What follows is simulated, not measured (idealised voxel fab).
You're looking at the process module voxel trench capacitor.
In the cross-section labelled cut, the width is 260 nm and each square cell is 5 nm.
Bands, listed from the top down, are how a cross-section gets written in this document; the cross-section itself is a grid of square cells, and a band is one or more rows of them.
For a band, the entry starts with two heights in nm, that of the top and then that of the bottom, and carries on with the band's materials in order from left to right, each alongside its width in nm; the word "throughout" beside a single material means it fills the band edge to edge, and "air" means empty space.
We count height from 0. Below that, the starting wafer is all one material. The lowest band never ends at the bottom but goes on down; see "0..down" for how that is written.
So if you see something like "30 to 40" for the width, read it as the top row of the band sitting at the first number and the bottom row at the second, with every row in between moving by the same amount as the last.
Where a step carries "no alteration", the cross-section came out of it unchanged, cell for cell.
The entry "Enclosed internal voids" lists the empty spaces that cover at least 8 cells and have no open path to the top. Each is written as width x height at distance, where the distance is measured from the left edge and all three values are in nm.
after a step's settings: what the simulator itself notes on the step
"overlay nm", when on a step's line for a step with a mask, measures how far to the right of its planned place the mask lay; a negative measure means to the left.
### Intended process steps
1: RECEIVE (material Si)
2: CONFORMAL_DEP (material SiN; thk nm 5)
3: MASKED_ETCH (tone open; mask id TRENCH; width nm 30; pitch nm 45; etch materials SiN; depth nm 5; overlay nm 0)
4: MASKED_ETCH (tone open; mask id TRENCH; width nm 30; pitch nm 45; etch materials Si; depth nm 40; overlay nm 0)
5: CONFORMAL_DEP (material Al2O3; thk nm 5)
6: CONFORMAL_DEP (material TiN; thk nm 5)
7: FILL_DEP (material W; thk nm 5)
8: CMP (height nm -5)
For this document, wafers share an identical start and vary in the step 8 height nm; the plan quotes the first wafer's value.
### The first of several wafers, as received after step 1, seen in section
* 0..down: Si throughout
* Enclosed internal voids: none
### Last step of the module is step 8; after it, the first of several wafers in cross-section
* -5..-30: Si: 70 / Al2O3: 5 / TiN: 5 / W: 10 / TiN: 5 / Al2O3: 5 / Si: 15 / Al2O3: 5 / TiN: 5 / W: 10 / TiN: 5 / Al2O3: 5 / Si: 15 / Al2O3: 5 / TiN: 5 / W: 10 / TiN: 5 / Al2O3: 5 / Si: 70
* -30..-35: Si: 70 / Al2O3: 5 / TiN: 20 / Al2O3: 5 / Si: 15 / Al2O3: 5 / TiN: 20 / Al2O3: 5 / Si: 15 / Al2O3: 5 / TiN: 20 / Al2O3: 5 / Si: 70
* -35..-40: Si: 70 / Al2O3: 30 / Si: 15 / Al2O3: 30 / Si: 15 / Al2O3: 30 / Si: 70
* -40..down: Si throughout
* Enclosed internal voids: none
### Cross-section of the final wafer among several, taken at the end of the module
* 20..15: W throughout
* 15..10: TiN: 80 / W: 10 / TiN: 35 / W: 10 / TiN: 35 / W: 10 / TiN: 80
* 10..5: Al2O3: 75 / TiN: 5 / W: 10 / TiN: 5 / Al2O3: 25 / TiN: 5 / W: 10 / TiN: 5 / Al2O3: 25 / TiN: 5 / W: 10 / TiN: 5 / Al2O3: 75
* 5..0: SiN: 70 / Al2O3: 5 / TiN: 5 / W: 10 / TiN: 5 / Al2O3: 5 / SiN: 15 / Al2O3: 5 / TiN: 5 / W: 10 / TiN: 5 / Al2O3: 5 / SiN: 15 / Al2O3: 5 / TiN: 5 / W: 10 / TiN: 5 / Al2O3: 5 / SiN: 70
* 0..-30: Si: 70 / Al2O3: 5 / TiN: 5 / W: 10 / TiN: 5 / Al2O3: 5 / Si: 15 / Al2O3: 5 / TiN: 5 / W: 10 / TiN: 5 / Al2O3: 5 / Si: 15 / Al2O3: 5 / TiN: 5 / W: 10 / TiN: 5 / Al2O3: 5 / Si: 70
* -30..-35: Si: 70 / Al2O3: 5 / TiN: 20 / Al2O3: 5 / Si: 15 / Al2O3: 5 / TiN: 20 / Al2O3: 5 / Si: 15 / Al2O3: 5 / TiN: 20 / Al2O3: 5 / Si: 70
* -35..-40: Si: 70 / Al2O3: 30 / Si: 15 / Al2O3: 30 / Si: 15 / Al2O3: 30 / Si: 70
* -40..down: Si throughout
* Enclosed internal voids: none
### Wafer rows, end of module: cells per material gained (+) or lost (-) since receipt; closed voids last
height nm -5 | +54 Al2O3 | -178 Si | +42 TiN | +30 W | Enclosed internal voids: none
height nm 0 | +60 Al2O3 | -144 Si | +48 TiN | +36 W | Enclosed internal voids: none
height nm 5 | +66 Al2O3 | -144 Si | +34 SiN | +54 TiN | +42 W | Enclosed internal voids: none
height nm 10 | +106 Al2O3 | -144 Si | +34 SiN | +60 TiN | +48 W | Enclosed internal voids: none
height nm 15 | +106 Al2O3 | -144 Si | +34 SiN | +106 TiN | +54 W | Enclosed internal voids: none
height nm 20 | +106 Al2O3 | -144 Si | +34 SiN | +106 TiN | +106 W | Enclosed internal voids: none
